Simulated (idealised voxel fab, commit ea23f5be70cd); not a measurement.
The following is a process module called voxel wiring stack.
300 nm wide, 5 nm square cells: that's cross-section cut.
How to read a cross-section here: the picture is a grid of square cells, written as bands going from the top down, and any band can span one or more rows of cells. Top height, bottom height, nm. Materials left to right, width each, nm. Single material + "all across" = fills band edge to edge. "air" = empty. Convention: height 0 is the level below which the wafer, as received, is all one material. The lowest band does not terminate at the bottom but continues downward, represented as "0 nm and below". You'd read "30..40" like this: the band's top row of cells is as wide as the first number, its bottom row is as wide as the second, and going down, every row changes width by the same amount as the row before did. "left unchanged" means the step left every cell of the cross-section as it was. Voids not open to the top, 8 cells minimum: see "Enclosed void entries". Written width x height at distance; distance is from the left edge; nm. What comes after the settings on a step's line is commentary from the simulator itself on that step. You can add "overlay nm" to a step's line. For a step with a mask, it describes how far the mask lay to the right of its planned position, and a negative number describes a lay to the left. For the reader: what remains of this document is a series of pairs, each showing a cross-section before one process step and a cross-section after that step which reaches down only to the lowest band that changed, with the step between them and its settings set out under the pair. It should not be assumed that a pair continues from the pair above it; the pairs can come from different runs of this module on the same starting wafer, and such continuity exists only where the entry headed "Status before step" says so.
Status before step
0 nm and below = Si all across
Enclosed void entries: none
Sectional Result
15 nm to 0 nm = SiO2 all across
Under the height 0 nothing was changed.
Enclosed void entries: none
Going from one cross-section above to the next, the wafer undergoes CONFORMAL_DEP with material SiO2, thk nm 15
Status before step: per the after cross-section of the pair just above.
Sectional Result
20 nm to 15 nm = SiN all across
Under the height 15 nothing was changed.
Enclosed void entries: none
Going from one cross-section above to the next, the wafer undergoes CONFORMAL_DEP with material SiN, thk nm 5
Status before step: per the after cross-section of the pair just above.
Sectional Result
35 nm to 20 nm = SiO2 all across
Under the height 20 nothing was changed.
Enclosed void entries: none
Going from one cross-section above to the next, the wafer undergoes DIRECTIONAL_DEP with material SiO2, thk nm 15
Status before step: per the after cross-section of the pair just above.
Sectional Result
45 nm to 35 nm = aC all across
Under the height 35 nothing was changed.
Enclosed void entries: none
Going from one cross-section above to the next, the wafer undergoes DIRECTIONAL_DEP with material aC, thk nm 10
Status before step: per the after cross-section of the pair just above.
Sectional Result
70 nm to 45 nm = 80 of resist  30 of air  25 of resist  30 of air  25 of resist  30 of air  80 of resist
Under the height 45 nothing was changed.
Enclosed void entries: none
Going from one cross-section above to the next, the wafer undergoes PATTERN with tone open, mask id METAL_1, material resist, width nm 30, pitch nm 55, thk nm 25, overlay nm 0
Status before step: per the after cross-section of the pair just above.
Sectional Result
60 nm to 45 nm = 80 of resist  30 of air  25 of resist  30 of air  25 of resist  30 of air  80 of resist
45 nm to 35 nm = 80 of aC  30 of air  25 of aC  30 of air  25 of aC  30 of air  80 of aC
Under the height 35 nothing was changed.
Enclosed void entries: none
Going from one cross-section above to the next, the wafer undergoes DIRECTIONAL_ETCH with etch materials aC, depth nm 10
Status before step: per the after cross-section of the pair just above.
Sectional Result
45 nm to 35 nm = 80 of aC  30 of air  25 of aC  30 of air  25 of aC  30 of air  80 of aC
Under the height 35 nothing was changed.
Enclosed void entries: none
Going from one cross-section above to the next, the wafer undergoes STRIP with etch materials resist
Status before step: per the after cross-section of the pair just above.
Sectional Result
45 nm to 35 nm = 80 of aC  30 of air  25 of aC  30 of air  25 of aC  30 of air  80 of aC
35 nm to 20 nm = 80 of SiO2  30 of air  25 of SiO2  30 of air  25 of SiO2  30 of air  80 of SiO2
Under the height 20 nothing was changed.
Enclosed void entries: none
Going from one cross-section above to the next, the wafer undergoes DIRECTIONAL_ETCH with etch materials SiO2, depth nm 15
Status before step: per the after cross-section of the pair just above.
Sectional Result
45 nm to 35 nm = 80 of aC  30 of air  25 of aC  30 of air  25 of aC  30 of air  80 of aC
35 nm to 20 nm = 80 of SiO2  30 of air  25 of SiO2  30 of air  25 of SiO2  30 of air  80 of SiO2
20 nm to 15 nm = 80 of SiN  30 of air  25 of SiN  30 of air  25 of SiN  30 of air  80 of SiN
Under the height 15 nothing was changed.
Enclosed void entries: none
Going from one cross-section above to the next, the wafer undergoes DIRECTIONAL_ETCH with etch materials SiN, depth nm 5
Status before step: per the after cross-section of the pair just above.
Sectional Result
35 nm to 20 nm = 80 of SiO2  30 of air  25 of SiO2  30 of air  25 of SiO2  30 of air  80 of SiO2
Under the height 20 nothing was changed.
Enclosed void entries: none
Going from one cross-section above to the next, the wafer undergoes STRIP with etch materials aC
Status before step: per the after cross-section of the pair just above.
Sectional Result
40 nm to 35 nm = 85 of TiN  20 of air  35 of TiN  20 of air  35 of TiN  20 of air  85 of TiN
35 nm to 20 nm = 80 of SiO2  5 of TiN  20 of air  5 of TiN  25 of SiO2  5 of TiN  20 of air  5 of TiN  25 of SiO2  5 of TiN  20 of air  5 of TiN  80 of SiO2
20 nm to 15 nm = 80 of SiN  30 of TiN  25 of SiN  30 of TiN  25 of SiN  30 of TiN  80 of SiN
Under the height 15 nothing was changed.
Enclosed void entries: none
Going from one cross-section above to the next, the wafer undergoes CONFORMAL_DEP with material TiN, thk nm 5
Status before step: per the after cross-section of the pair just above.
Sectional Result
50 nm to 40 nm = Ru all across
40 nm to 35 nm = 85 of TiN  20 of Ru  35 of TiN  20 of Ru  35 of TiN  20 of Ru  85 of TiN
35 nm to 20 nm = 80 of SiO2  5 of TiN  20 of Ru  5 of TiN  25 of SiO2  5 of TiN  20 of Ru  5 of TiN  25 of SiO2  5 of TiN  20 of Ru  5 of TiN  80 of SiO2
Under the height 20 nothing was changed.
Enclosed void entries: none
Going from one cross-section above to the next, the wafer undergoes FILL_DEP with material Ru, thk nm 10
Status before step: per the after cross-section of the pair just above.
Sectional Result
35 nm to 20 nm = 80 of SiO2  5 of TiN  20 of Ru  5 of TiN  25 of SiO2  5 of TiN  20 of Ru  5 of TiN  25 of SiO2  5 of TiN  20 of Ru  5 of TiN  80 of SiO2
Under the height 20 nothing was changed.
Enclosed void entries: none
Going from one cross-section above to the next, the wafer undergoes CMP with height nm 35
Status before step: per the after cross-section of the pair just above.
Sectional Result
40 nm to 35 nm = SiCN all across
Under the height 35 nothing was changed.
Enclosed void entries: none
Going from one cross-section above to the next, the wafer undergoes CONFORMAL_DEP with material SiCN, thk nm 5
Status before step: per the after cross-section of the pair just above.
Sectional Result
70 nm to 40 nm = lowk all across
Under the height 40 nothing was changed.
Enclosed void entries: none
Going from one cross-section above to the next, the wafer undergoes DIRECTIONAL_DEP with material lowk, thk nm 30
Status before step: per the after cross-section of the pair just above.
Sectional Result
90 nm to 70 nm = 80 of resist  30 of air  25 of resist  30 of air  25 of resist  30 of air  80 of resist
Under the height 70 nothing was changed.
Enclosed void entries: none
Going from one cross-section above to the next, the wafer undergoes PATTERN with tone open, mask id METAL_2, material resist, width nm 30, pitch nm 55, thk nm 20, overlay nm 0
Status before step: per the after cross-section of the pair just above.
Sectional Result
90 nm to 70 nm = 80 of resist  30 of air  25 of resist  30 of air  25 of resist  30 of air  80 of resist
70 nm to 50 nm = 80 of lowk  30 of air  25 of lowk  30 of air  25 of lowk  30 of air  80 of lowk
Under the height 50 nothing was changed.
Enclosed void entries: none
Going from one cross-section above to the next, the wafer undergoes DIRECTIONAL_ETCH with etch materials lowk, depth nm 20
Status before step: per the after cross-section of the pair just above.
Sectional Result
70 nm to 50 nm = 80 of lowk  30 of air  25 of lowk  30 of air  25 of lowk  30 of air  80 of lowk
Under the height 50 nothing was changed.
Enclosed void entries: none
Going from one cross-section above to the next, the wafer undergoes STRIP with etch materials resist
Status before step: per the after cross-section of the pair just above.
Sectional Result
70 nm to 50 nm = 80 of lowk  30 of air  25 of lowk  30 of air  25 of lowk  30 of air  80 of lowk
50 nm to 40 nm = 80 of lowk  15 of air  40 of lowk  15 of air  40 of lowk  15 of air  95 of lowk
Under the height 40 nothing was changed.
Enclosed void entries: none
Going from one cross-section above to the next, the wafer undergoes MASKED_ETCH with tone open, mask id METAL_2_HOLES, width nm 15, pitch nm 55, etch materials lowk, depth nm 10, overlay nm 0
Status before step: per the after cross-section of the pair just above.
Sectional Result
70 nm to 50 nm = 80 of lowk  30 of air  25 of lowk  30 of air  25 of lowk  30 of air  80 of lowk
50 nm to 40 nm = 80 of lowk  15 of air  40 of lowk  15 of air  40 of lowk  15 of air  95 of lowk
40 nm to 35 nm = 80 of SiCN  15 of air  40 of SiCN  15 of air  40 of SiCN  15 of air  95 of SiCN
Under the height 35 nothing was changed.
Enclosed void entries: none
Going from one cross-section above to the next, the wafer undergoes MASKED_ETCH with tone open, mask id METAL_2_HOLES, width nm 15, pitch nm 55, etch materials SiCN, depth nm 5, overlay nm 0
Status before step: per the after cross-section of the pair just above.
Sectional Result
75 nm to 70 nm = 85 of TiN  20 of air  35 of TiN  20 of air  35 of TiN  20 of air  85 of TiN
70 nm to 55 nm = 80 of lowk  5 of TiN  20 of air  5 of TiN  25 of lowk  5 of TiN  20 of air  5 of TiN  25 of lowk  5 of TiN  20 of air  5 of TiN  80 of lowk
55 nm to 50 nm = 80 of lowk  5 of TiN  5 of air  20 of TiN  25 of lowk  5 of TiN  5 of air  20 of TiN  25 of lowk  5 of TiN  5 of air  20 of TiN  80 of lowk
50 nm to 40 nm = 80 of lowk  5 of TiN  5 of air  5 of TiN  40 of lowk  5 of TiN  5 of air  5 of TiN  40 of lowk  5 of TiN  5 of air  5 of TiN  95 of lowk
40 nm to 35 nm = 80 of SiCN  15 of TiN  40 of SiCN  15 of TiN  40 of SiCN  15 of TiN  95 of SiCN
Under the height 35 nothing was changed.
Enclosed void entries: none
Going from one cross-section above to the next, the wafer undergoes CONFORMAL_DEP with material TiN, thk nm 5
Status before step: per the after cross-section of the pair just above.
Sectional Result
85 nm to 75 nm = Cu all across
75 nm to 70 nm = 85 of TiN  20 of Cu  35 of TiN  20 of Cu  35 of TiN  20 of Cu  85 of TiN
70 nm to 55 nm = 80 of lowk  5 of TiN  20 of Cu  5 of TiN  25 of lowk  5 of TiN  20 of Cu  5 of TiN  25 of lowk  5 of TiN  20 of Cu  5 of TiN  80 of lowk
55 nm to 50 nm = 80 of lowk  5 of TiN  5 of Cu  20 of TiN  25 of lowk  5 of TiN  5 of Cu  20 of TiN  25 of lowk  5 of TiN  5 of Cu  20 of TiN  80 of lowk
50 nm to 40 nm = 80 of lowk  5 of TiN  5 of Cu  5 of TiN  40 of lowk  5 of TiN  5 of Cu  5 of TiN  40 of lowk  5 of TiN  5 of Cu  5 of TiN  95 of lowk
Under the height 40 nothing was changed.
Enclosed void entries: none
Going from one cross-section above to the next, the wafer undergoes FILL_DEP with material Cu, thk nm 10
Status before step: per the after cross-section of the pair just above.
Sectional Result
70 nm to 55 nm = 80 of lowk  5 of TiN  20 of Cu  5 of TiN  25 of lowk  5 of TiN  20 of Cu  5 of TiN  25 of lowk  5 of TiN  20 of Cu  5 of TiN  80 of lowk
Under the height 55 nothing was changed.
Enclosed void entries: none
Going from one cross-section above to the next, the wafer undergoes CMP with height nm 70
Status before step: per the after cross-section of the pair just above.
Sectional Result
75 nm to 70 nm = SiCN all across
Under the height 70 nothing was changed.
Enclosed void entries: none
Going from one cross-section above to the next, the wafer undergoes CONFORMAL_DEP with material SiCN, thk nm 5
Status before step: per the after cross-section of the pair just above.
Sectional Result
105 nm to 75 nm = SiO2 all across
Under the height 75 nothing was changed.
Enclosed void entries: none
Going from one cross-section above to the next, the wafer undergoes DIRECTIONAL_DEP with material SiO2, thk nm 30
Status before step: per the after cross-section of the pair just above.
Sectional Result
105 nm to 75 nm = 80 of SiO2  15 of air  40 of SiO2  15 of air  40 of SiO2  15 of air  95 of SiO2
Under the height 75 nothing was changed.
Enclosed void entries: none
Going from one cross-section above to the next, the wafer undergoes MASKED_ETCH with tone open, mask id METAL_3_HOLES, width nm 15, pitch nm 55, etch materials SiO2, depth nm 30, overlay nm 0
Status before step: per the after cross-section of the pair just above.
Sectional Result
105 nm to 85 nm = 80 of SiO2  30 of air  25 of SiO2  30 of air  25 of SiO2  30 of air  80 of SiO2
Under the height 85 nothing was changed.
Enclosed void entries: none
Going from one cross-section above to the next, the wafer undergoes MASKED_ETCH with tone open, mask id METAL_3, width nm 30, pitch nm 55, etch materials SiO2, depth nm 20, overlay nm 0
Status before step: per the after cross-section of the pair just above.
Sectional Result
105 nm to 85 nm = 80 of SiO2  30 of air  25 of SiO2  30 of air  25 of SiO2  30 of air  80 of SiO2
85 nm to 75 nm = 80 of SiO2  15 of air  40 of SiO2  15 of air  40 of SiO2  15 of air  95 of SiO2
75 nm to 70 nm = 80 of SiCN  15 of air  40 of SiCN  15 of air  40 of SiCN  15 of air  95 of SiCN
Under the height 70 nothing was changed.
Enclosed void entries: none
Going from one cross-section above to the next, the wafer undergoes MASKED_ETCH with tone open, mask id METAL_3, width nm 30, pitch nm 55, etch materials SiCN, depth nm 5, overlay nm 0
Status before step: per the after cross-section of the pair just above.
Sectional Result
110 nm to 105 nm = 85 of TiN  20 of air  35 of TiN  20 of air  35 of TiN  20 of air  85 of TiN
105 nm to 90 nm = 80 of SiO2  5 of TiN  20 of air  5 of TiN  25 of SiO2  5 of TiN  20 of air  5 of TiN  25 of SiO2  5 of TiN  20 of air  5 of TiN  80 of SiO2
90 nm to 85 nm = 80 of SiO2  5 of TiN  5 of air  20 of TiN  25 of SiO2  5 of TiN  5 of air  20 of TiN  25 of SiO2  5 of TiN  5 of air  20 of TiN  80 of SiO2
85 nm to 75 nm = 80 of SiO2  5 of TiN  5 of air  5 of TiN  40 of SiO2  5 of TiN  5 of air  5 of TiN  40 of SiO2  5 of TiN  5 of air  5 of TiN  95 of SiO2
75 nm to 70 nm = 80 of SiCN  15 of TiN  40 of SiCN  15 of TiN  40 of SiCN  15 of TiN  95 of SiCN
Under the height 70 nothing was changed.
Enclosed void entries: none
Going from one cross-section above to the next, the wafer undergoes CONFORMAL_DEP with material TiN, thk nm 5
Status before step: per the after cross-section of the pair just above.
Sectional Result
115 nm to 110 nm = Cu all across
110 nm to 105 nm = 85 of TiN  20 of Cu  35 of TiN  20 of Cu  35 of TiN  20 of Cu  85 of TiN
105 nm to 90 nm = 80 of SiO2  5 of TiN  20 of Cu  5 of TiN  25 of SiO2  5 of TiN  20 of Cu  5 of TiN  25 of SiO2  5 of TiN  20 of Cu  5 of TiN  80 of SiO2
90 nm to 85 nm = 80 of SiO2  5 of TiN  5 of Cu  20 of TiN  25 of SiO2  5 of TiN  5 of Cu  20 of TiN  25 of SiO2  5 of TiN  5 of Cu  20 of TiN  80 of SiO2
85 nm to 75 nm = 80 of SiO2  5 of TiN  5 of Cu  5 of TiN  40 of SiO2  5 of TiN  5 of Cu  5 of TiN  40 of SiO2  5 of TiN  5 of Cu  5 of TiN  95 of SiO2
Under the height 75 nothing was changed.
Enclosed void entries: none
Going from one cross-section above to the next, the wafer undergoes FILL_DEP with material Cu, thk nm 5
Status before step: per the after cross-section of the pair just above.
Sectional Result
105 nm to 90 nm = 80 of SiO2  5 of TiN  20 of Cu  5 of TiN  25 of SiO2  5 of TiN  20 of Cu  5 of TiN  25 of SiO2  5 of TiN  20 of Cu  5 of TiN  80 of SiO2
Under the height 90 nothing was changed.
Enclosed void entries: none
Going from one cross-section above to the next, the wafer undergoes CMP with height nm 105
Status before step: per the after cross-section of the pair just above.
Sectional Result
110 nm to 105 nm = SiCN all across
Under the height 105 nothing was changed.
Enclosed void entries: none
Going from one cross-section above to the next, the wafer undergoes CONFORMAL_DEP with material SiCN, thk nm 5
Status before step: per the after cross-section of the pair just above.
Sectional Result
140 nm to 110 nm = lowk all across
Under the height 110 nothing was changed.
Enclosed void entries: none
Going from one cross-section above to the next, the wafer undergoes DIRECTIONAL_DEP with material lowk, thk nm 30
Status before step: per the after cross-section of the pair just above.
Sectional Result
140 nm to 110 nm = 80 of lowk  15 of air  40 of lowk  15 of air  40 of lowk  15 of air  95 of lowk
Under the height 110 nothing was changed.
Enclosed void entries: none
Going from one cross-section above to the next, the wafer undergoes MASKED_ETCH with tone open, mask id METAL_4_HOLES, width nm 15, pitch nm 55, etch materials lowk, depth nm 30, overlay nm 0
Status before step: per the after cross-section of the pair just above.
Sectional Result
150 nm to 140 nm = 80 of aC  15 of air  40 of aC  15 of air  40 of aC  15 of air  95 of aC
140 nm to 120 nm = 80 of lowk  15 of air  40 of lowk  15 of air  40 of lowk  15 of air  95 of lowk
120 nm to 110 nm = 80 of lowk  15 of aC  40 of lowk  15 of aC  40 of lowk  15 of aC  95 of lowk
Under the height 110 nothing was changed.
Enclosed void entries: none
Going from one cross-section above to the next, the wafer undergoes DIRECTIONAL_DEP with material aC, thk nm 10
Status before step: per the after cross-section of the pair just above.
Sectional Result
180 nm to 150 nm = 80 of resist  30 of air  25 of resist  30 of air  25 of resist  30 of air  80 of resist
Under the height 150 nothing was changed.
Enclosed void entries: none
Going from one cross-section above to the next, the wafer undergoes PATTERN with tone open, mask id METAL_4, material resist, width nm 30, pitch nm 55, thk nm 30, overlay nm 0
Status before step: per the after cross-section of the pair just above.
Sectional Result
170 nm to 150 nm = 80 of resist  30 of air  25 of resist  30 of air  25 of resist  30 of air  80 of resist
150 nm to 140 nm = 80 of aC  30 of air  25 of aC  30 of air  25 of aC  30 of air  80 of aC
140 nm to 110 nm = 80 of lowk  15 of air  40 of lowk  15 of air  40 of lowk  15 of air  95 of lowk
Under the height 110 nothing was changed.
Enclosed void entries: none
Going from one cross-section above to the next, the wafer undergoes DIRECTIONAL_ETCH with etch materials aC, depth nm 10
Status before step: per the after cross-section of the pair just above.
Sectional Result
150 nm to 140 nm = 80 of aC  30 of air  25 of aC  30 of air  25 of aC  30 of air  80 of aC
Under the height 140 nothing was changed.
Enclosed void entries: none
Going from one cross-section above to the next, the wafer undergoes STRIP with etch materials resist
Status before step: per the after cross-section of the pair just above.
Sectional Result
150 nm to 140 nm = 80 of aC  30 of air  25 of aC  30 of air  25 of aC  30 of air  80 of aC
140 nm to 120 nm = 80 of lowk  30 of air  25 of lowk  30 of air  25 of lowk  30 of air  80 of lowk
Under the height 120 nothing was changed.
Enclosed void entries: none
Going from one cross-section above to the next, the wafer undergoes DIRECTIONAL_ETCH with etch materials lowk, depth nm 20
Status before step: per the after cross-section of the pair just above.
Sectional Result
150 nm to 140 nm = 80 of aC  30 of air  25 of aC  30 of air  25 of aC  30 of air  80 of aC
140 nm to 120 nm = 80 of lowk  30 of air  25 of lowk  30 of air  25 of lowk  30 of air  80 of lowk
120 nm to 110 nm = 80 of lowk  15 of air  40 of lowk  15 of air  40 of lowk  15 of air  95 of lowk
110 nm to 105 nm = 80 of SiCN  15 of air  40 of SiCN  15 of air  40 of SiCN  15 of air  95 of SiCN
Under the height 105 nothing was changed.
Enclosed void entries: none
Going from one cross-section above to the next, the wafer undergoes DIRECTIONAL_ETCH with etch materials SiCN, depth nm 5
Status before step: per the after cross-section of the pair just above.
Sectional Result
140 nm to 120 nm = 80 of lowk  30 of air  25 of lowk  30 of air  25 of lowk  30 of air  80 of lowk
Under the height 120 nothing was changed.
Enclosed void entries: none
Going from one cross-section above to the next, the wafer undergoes STRIP with etch materials aC
Status before step: per the after cross-section of the pair just above.
Sectional Result
145 nm to 140 nm = 85 of TiN  20 of air  35 of TiN  20 of air  35 of TiN  20 of air  85 of TiN
140 nm to 125 nm = 80 of lowk  5 of TiN  20 of air  5 of TiN  25 of lowk  5 of TiN  20 of air  5 of TiN  25 of lowk  5 of TiN  20 of air  5 of TiN  80 of lowk
125 nm to 120 nm = 80 of lowk  5 of TiN  5 of air  20 of TiN  25 of lowk  5 of TiN  5 of air  20 of TiN  25 of lowk  5 of TiN  5 of air  20 of TiN  80 of lowk
120 nm to 110 nm = 80 of lowk  5 of TiN  5 of air  5 of TiN  40 of lowk  5 of TiN  5 of air  5 of TiN  40 of lowk  5 of TiN  5 of air  5 of TiN  95 of lowk
110 nm to 105 nm = 80 of SiCN  15 of TiN  40 of SiCN  15 of TiN  40 of SiCN  15 of TiN  95 of SiCN
Under the height 105 nothing was changed.
Enclosed void entries: none
Going from one cross-section above to the next, the wafer undergoes CONFORMAL_DEP with material TiN, thk nm 5
Status before step: per the after cross-section of the pair just above.
Sectional Result
150 nm to 145 nm = Cu all across
145 nm to 140 nm = 85 of TiN  20 of Cu  35 of TiN  20 of Cu  35 of TiN  20 of Cu  85 of TiN
140 nm to 125 nm = 80 of lowk  5 of TiN  20 of Cu  5 of TiN  25 of lowk  5 of TiN  20 of Cu  5 of TiN  25 of lowk  5 of TiN  20 of Cu  5 of TiN  80 of lowk
125 nm to 120 nm = 80 of lowk  5 of TiN  5 of Cu  20 of TiN  25 of lowk  5 of TiN  5 of Cu  20 of TiN  25 of lowk  5 of TiN  5 of Cu  20 of TiN  80 of lowk
120 nm to 110 nm = 80 of lowk  5 of TiN  5 of Cu  5 of TiN  40 of lowk  5 of TiN  5 of Cu  5 of TiN  40 of lowk  5 of TiN  5 of Cu  5 of TiN  95 of lowk
Under the height 110 nothing was changed.
Enclosed void entries: none
Going from one cross-section above to the next, the wafer undergoes FILL_DEP with material Cu, thk nm 5
Status before step: per the after cross-section of the pair just above.
Sectional Result
140 nm to 125 nm = 80 of lowk  5 of TiN  20 of Cu  5 of TiN  25 of lowk  5 of TiN  20 of Cu  5 of TiN  25 of lowk  5 of TiN  20 of Cu  5 of TiN  80 of lowk
Under the height 125 nothing was changed.
Enclosed void entries: none
Going from one cross-section above to the next, the wafer undergoes CMP with height nm 140
Status before step: per the after cross-section of the pair just above.
Sectional Result
145 nm to 140 nm = SiN all across
Under the height 140 nothing was changed.
Enclosed void entries: none
Going from one cross-section above to the next, the wafer undergoes CONFORMAL_DEP with material SiN, thk nm 5
Status before step
0 nm and below = Si all across
Enclosed void entries: none
Sectional Result
5 nm to 0 nm = SiN all across
Under the height 0 nothing was changed.
Enclosed void entries: none
Going from one cross-section above to the next, the wafer undergoes CONFORMAL_DEP with material SiN, thk nm 5
Status before step: per the after cross-section of the pair just above.
Sectional Result
20 nm to 5 nm = SiO2 all across
Under the height 5 nothing was changed.
Enclosed void entries: none
Going from one cross-section above to the next, the wafer undergoes DIRECTIONAL_DEP with material SiO2, thk nm 15
Status before step: per the after cross-section of the pair just above.
Sectional Result
30 nm to 20 nm = aC all across
Under the height 20 nothing was changed.
Enclosed void entries: none
Going from one cross-section above to the next, the wafer undergoes DIRECTIONAL_DEP with material aC, thk nm 10
Status before step: per the after cross-section of the pair just above.
Sectional Result
55 nm to 30 nm = 80 of resist  30 of air  25 of resist  30 of air  25 of resist  30 of air  80 of resist
Under the height 30 nothing was changed.
Enclosed void entries: none
Going from one cross-section above to the next, the wafer undergoes PATTERN with tone open, mask id METAL_1, material resist, width nm 30, pitch nm 55, thk nm 25, overlay nm 0
Status before step: per the after cross-section of the pair just above.
Sectional Result
45 nm to 30 nm = 80 of resist  30 of air  25 of resist  30 of air  25 of resist  30 of air  80 of resist
30 nm to 20 nm = 80 of aC  30 of air  25 of aC  30 of air  25 of aC  30 of air  80 of aC
Under the height 20 nothing was changed.
Enclosed void entries: none
Going from one cross-section above to the next, the wafer undergoes DIRECTIONAL_ETCH with etch materials aC, depth nm 10
Status before step: per the after cross-section of the pair just above.
Sectional Result
30 nm to 20 nm = 80 of aC  30 of air  25 of aC  30 of air  25 of aC  30 of air  80 of aC
Under the height 20 nothing was changed.
Enclosed void entries: none
Going from one cross-section above to the next, the wafer undergoes STRIP with etch materials resist
Status before step: per the after cross-section of the pair just above.
Sectional Result
30 nm to 20 nm = 80 of aC  30 of air  25 of aC  30 of air  25 of aC  30 of air  80 of aC
20 nm to 5 nm = 80 of SiO2  30 of air  25 of SiO2  30 of air  25 of SiO2  30 of air  80 of SiO2
Under the height 5 nothing was changed.
Enclosed void entries: none
Going from one cross-section above to the next, the wafer undergoes DIRECTIONAL_ETCH with etch materials SiO2, depth nm 15
Status before step: per the after cross-section of the pair just above.
Sectional Result
30 nm to 20 nm = 80 of aC  30 of air  25 of aC  30 of air  25 of aC  30 of air  80 of aC
20 nm to 5 nm = 80 of SiO2  30 of air  25 of SiO2  30 of air  25 of SiO2  30 of air  80 of SiO2
5 nm to 0 nm = 80 of SiN  30 of air  25 of SiN  30 of air  25 of SiN  30 of air  80 of SiN
Under the height 0 nothing was changed.
Enclosed void entries: none
Going from one cross-section above to the next, the wafer undergoes DIRECTIONAL_ETCH with etch materials SiN, depth nm 5
Status before step: per the after cross-section of the pair just above.
Sectional Result
20 nm to 5 nm = 80 of SiO2  30 of air  25 of SiO2  30 of air  25 of SiO2  30 of air  80 of SiO2
Under the height 5 nothing was changed.
Enclosed void entries: none
Going from one cross-section above to the next, the wafer undergoes STRIP with etch materials aC
Status before step: per the after cross-section of the pair just above.
Sectional Result
25 nm to 20 nm = 85 of TiN  20 of air  35 of TiN  20 of air  35 of TiN  20 of air  85 of TiN
20 nm to 5 nm = 80 of SiO2  5 of TiN  20 of air  5 of TiN  25 of SiO2  5 of TiN  20 of air  5 of TiN  25 of SiO2  5 of TiN  20 of air  5 of TiN  80 of SiO2
5 nm to 0 nm = 80 of SiN  30 of TiN  25 of SiN  30 of TiN  25 of SiN  30 of TiN  80 of SiN
Under the height 0 nothing was changed.
Enclosed void entries: none
Going from one cross-section above to the next, the wafer undergoes CONFORMAL_DEP with material TiN, thk nm 5
Status before step: per the after cross-section of the pair just above.
Sectional Result
35 nm to 25 nm = Ru all across
25 nm to 20 nm = 85 of TiN  20 of Ru  35 of TiN  20 of Ru  35 of TiN  20 of Ru  85 of TiN
20 nm to 5 nm = 80 of SiO2  5 of TiN  20 of Ru  5 of TiN  25 of SiO2  5 of TiN  20 of Ru  5 of TiN  25 of SiO2  5 of TiN  20 of Ru  5 of TiN  80 of SiO2
Under the height 5 nothing was changed.
Enclosed void entries: none
Going from one cross-section above to the next, the wafer undergoes FILL_DEP with material Ru, thk nm 10
Status before step: per the after cross-section of the pair just above.
Sectional Result
40 nm to 35 nm = SiCN all across
Under the height 35 nothing was changed.
Enclosed void entries: none
Going from one cross-section above to the next, the wafer undergoes CONFORMAL_DEP with material SiCN, thk nm 5
Status before step: per the after cross-section of the pair just above.
Sectional Result
70 nm to 40 nm = lowk all across
Under the height 40 nothing was changed.
Enclosed void entries: none
Going from one cross-section above to the next, the wafer undergoes DIRECTIONAL_DEP with material lowk, thk nm 30
Status before step: per the after cross-section of the pair just above.
Sectional Result
90 nm to 70 nm = 80 of resist  30 of air  25 of resist  30 of air  25 of resist  30 of air  80 of resist
Under the height 70 nothing was changed.
Enclosed void entries: none
Going from one cross-section above to the next, the wafer undergoes PATTERN with tone open, mask id METAL_2, material resist, width nm 30, pitch nm 55, thk nm 20, overlay nm 0
Status before step: per the after cross-section of the pair just above.
Sectional Result
90 nm to 70 nm = 80 of resist  30 of air  25 of resist  30 of air  25 of resist  30 of air  80 of resist
70 nm to 50 nm = 80 of lowk  30 of air  25 of lowk  30 of air  25 of lowk  30 of air  80 of lowk
Under the height 50 nothing was changed.
Enclosed void entries: none
Going from one cross-section above to the next, the wafer undergoes DIRECTIONAL_ETCH with etch materials lowk, depth nm 20
Status before step: per the after cross-section of the pair just above.
Sectional Result
70 nm to 50 nm = 80 of lowk  30 of air  25 of lowk  30 of air  25 of lowk  30 of air  80 of lowk
Under the height 50 nothing was changed.
Enclosed void entries: none
Going from one cross-section above to the next, the wafer undergoes STRIP with etch materials resist
Status before step: per the after cross-section of the pair just above.
Sectional Result
70 nm to 50 nm = 80 of lowk  30 of air  25 of lowk  30 of air  25 of lowk  30 of air  80 of lowk
50 nm to 40 nm = 80 of lowk  15 of air  40 of lowk  15 of air  40 of lowk  15 of air  95 of lowk
Under the height 40 nothing was changed.
Enclosed void entries: none
Going from one cross-section above to the next, the wafer undergoes MASKED_ETCH with tone open, mask id METAL_2_HOLES, width nm 15, pitch nm 55, etch materials lowk, depth nm 10, overlay nm 0
Status before step: per the after cross-section of the pair just above.
Sectional Result
70 nm to 50 nm = 80 of lowk  30 of air  25 of lowk  30 of air  25 of lowk  30 of air  80 of lowk
50 nm to 40 nm = 80 of lowk  15 of air  40 of lowk  15 of air  40 of lowk  15 of air  95 of lowk
40 nm to 35 nm = 80 of SiCN  15 of air  40 of SiCN  15 of air  40 of SiCN  15 of air  95 of SiCN
Under the height 35 nothing was changed.
Enclosed void entries: none
Going from one cross-section above to the next, the wafer undergoes MASKED_ETCH with tone open, mask id METAL_2_HOLES, width nm 15, pitch nm 55, etch materials SiCN, depth nm 5, overlay nm 0
Status before step: per the after cross-section of the pair just above.
Sectional Result
75 nm to 70 nm = 85 of TiN  20 of air  35 of TiN  20 of air  35 of TiN  20 of air  85 of TiN
70 nm to 55 nm = 80 of lowk  5 of TiN  20 of air  5 of TiN  25 of lowk  5 of TiN  20 of air  5 of TiN  25 of lowk  5 of TiN  20 of air  5 of TiN  80 of lowk
55 nm to 50 nm = 80 of lowk  5 of TiN  5 of air  20 of TiN  25 of lowk  5 of TiN  5 of air  20 of TiN  25 of lowk  5 of TiN  5 of air  20 of TiN  80 of lowk
50 nm to 40 nm = 80 of lowk  5 of TiN  5 of air  5 of TiN  40 of lowk  5 of TiN  5 of air  5 of TiN  40 of lowk  5 of TiN  5 of air  5 of TiN  95 of lowk
40 nm to 35 nm = 80 of SiCN  15 of TiN  40 of SiCN  15 of TiN  40 of SiCN  15 of TiN  95 of SiCN
Under the height 35 nothing was changed.
Enclosed void entries: none
Going from one cross-section above to the next, the wafer undergoes CONFORMAL_DEP with material TiN, thk nm 5
Status before step: per the after cross-section of the pair just above.
Sectional Result
85 nm to 75 nm = Cu all across
75 nm to 70 nm = 85 of TiN  20 of Cu  35 of TiN  20 of Cu  35 of TiN  20 of Cu  85 of TiN
70 nm to 55 nm = 80 of lowk  5 of TiN  20 of Cu  5 of TiN  25 of lowk  5 of TiN  20 of Cu  5 of TiN  25 of lowk  5 of TiN  20 of Cu  5 of TiN  80 of lowk
55 nm to 50 nm = 80 of lowk  5 of TiN  5 of Cu  20 of TiN  25 of lowk  5 of TiN  5 of Cu  20 of TiN  25 of lowk  5 of TiN  5 of Cu  20 of TiN  80 of lowk
50 nm to 40 nm = 80 of lowk  5 of TiN  5 of Cu  5 of TiN  40 of lowk  5 of TiN  5 of Cu  5 of TiN  40 of lowk  5 of TiN  5 of Cu  5 of TiN  95 of lowk
Under the height 40 nothing was changed.
Enclosed void entries: none
Going from one cross-section above to the next, the wafer undergoes FILL_DEP with material Cu, thk nm 10
